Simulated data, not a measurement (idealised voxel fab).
Process module name: voxel capacitor over wiring
cross-section cut | 295 nm wide | cells 5 nm
Cross-sections here: square-cell grids, written as top-down lists of bands, a band being one or more rows of cells. Band: top and bottom heights (nm) first, top before bottom; then materials from left to right, widths in nm. "everywhere" marks a sole material filling the band edge to edge. "blank" denotes empty space. We count height from 0. Below that, the starting wafer is all one material. The lowest band never ends at the bottom but goes on down; see "from 0 down" for how that is written. Quick explanation for "30->40": the width changes in equal steps down the rows of cells, from the first number in the band's top row to the second number in its bottom row. "nothing got changed" for a step: no cell of the cross-section changed in that step. "Tabulated closed voids" contains a list of empty spaces, each no smaller than 8 cells and without an open way to the top, written in the form width x height at distance with the distance from the left edge and all three in nm. It should be noted that, on the line of a given step, the content following the step's settings is a remark produced by the simulator itself with respect to that step. overlay nm: where the mask lay relative to plan, measured to the right, on steps with a mask; negatives go left.
**Here's what the planned process steps look like**
step 1: RECEIVE with material Si
step 2: CONFORMAL_DEP with material SiO2, thk nm 15
step 3: CONFORMAL_DEP with material SiCN, thk nm 5
step 4: DIRECTIONAL_DEP with material SiO2, thk nm 25
step 5: PATTERN with tone open, mask id METAL_1, material resist, width nm 30, pitch nm 95, thk nm 20, overlay nm 0
step 6: DIRECTIONAL_ETCH with etch materials SiO2, depth nm 25
step 7: DIRECTIONAL_ETCH with etch materials SiCN, depth nm 5
step 8: STRIP with etch materials resist
step 9: CONFORMAL_DEP with material TiN, thk nm 5
step 10: FILL_DEP with material Cu, thk nm 10
step 11: CMP with height nm 45
step 12: CONFORMAL_DEP with material SiCN, thk nm 5
step 13: DIRECTIONAL_DEP with material SiO2, thk nm 10
step 14: MASKED_ETCH with tone open, mask id PLUG_1, width nm 15, etch materials SiO2, depth nm 10, overlay nm 0
step 15: MASKED_ETCH with tone open, mask id PLUG_1, width nm 15, etch materials SiCN, depth nm 5, overlay nm 0
step 16: EPI with material Ru, thk nm 10
step 17: EPI with material Ru, thk nm 5
step 18: DIRECTIONAL_DEP with material TiN, thk nm 5
step 19: DIRECTIONAL_DEP with material SiN, thk nm 5
step 20: DIRECTIONAL_DEP with material TiN, thk nm 5
step 21: MASKED_ETCH with tone cover, mask id UPPER_PLATE, width nm 70, etch materials TiN, depth nm 5, overlay nm 0
step 22: MASKED_ETCH with tone cover, mask id UPPER_PLATE, width nm 70, etch materials SiN, depth nm 5, overlay nm 0
step 23: DIRECTIONAL_DEP with material aC, thk nm 15
step 24: PATTERN with tone cover, mask id LOWER_PLATE, material resist, width nm 80, thk nm 35, overlay nm 0
step 25: DIRECTIONAL_ETCH with etch materials aC, depth nm 15
step 26: STRIP with etch materials resist
step 27: DIRECTIONAL_ETCH with etch materials TiN, depth nm 5
step 28: STRIP with etch materials aC
step 29: FILL_DEP with material SiO2, thk nm 15
step 30: CMP with height nm 85
step 31: DIRECTIONAL_DEP with material aC, thk nm 10
step 32: PATTERN with tone open, mask id PLUG_2, material resist, width nm 15, thk nm 25, overlay nm 0
step 33: DIRECTIONAL_ETCH with etch materials aC, depth nm 10
step 34: STRIP with etch materials resist
step 35: DIRECTIONAL_ETCH with etch materials SiO2, depth nm 10
step 36: STRIP with etch materials aC
step 37: CONFORMAL_DEP with material TiN, thk nm 5
step 38: FILL_DEP with material Ru, thk nm 5
step 39: CMP with height nm 85
step 40: CONFORMAL_DEP with material SiCN, thk nm 5
**As-received wafer cross-section (after step 1)**
	from 0 down  Si everywhere
	Tabulated closed voids: none
**a wafer at the end: this start, this plan, one mistake**
	from 90 to 85  SiCN everywhere
	from 85 to 80  110 SiO2, 15 TiN, 170 SiO2
	from 80 to 75  100 SiO2, 5 TiN, 5 SiO2, 60 TiN, 125 SiO2
	from 75 to 70  100 SiO2, 5 SiN, 5 TiN, 60 SiN, 125 SiO2
	from 70 to 65  105 Ru, 5 SiN, 185 Ru
	from 65 to 60  100 TiN, 15 Ru, 180 TiN
	from 60 to 55  100 SiO2, 15 TiN, 180 SiO2
	from 55 to 50  100 SiO2, 15 Ru, 180 SiO2
	from 50 to 45  100 SiCN, 15 Ru, 180 SiCN
	from 45 to 20  85 SiO2, 5 TiN, 20 Cu, 5 TiN, 65 SiO2, 5 TiN, 20 Cu, 5 TiN, 85 SiO2
	from 20 to 15  85 SiCN, 30 TiN, 65 SiCN, 30 TiN, 85 SiCN
	from 15 to 0  SiO2 everywhere
	from 0 down  Si everywhere
	Tabulated closed voids: none
Short version of what went wrong: mixed up steps 17 and 18 - ran each in the other's place
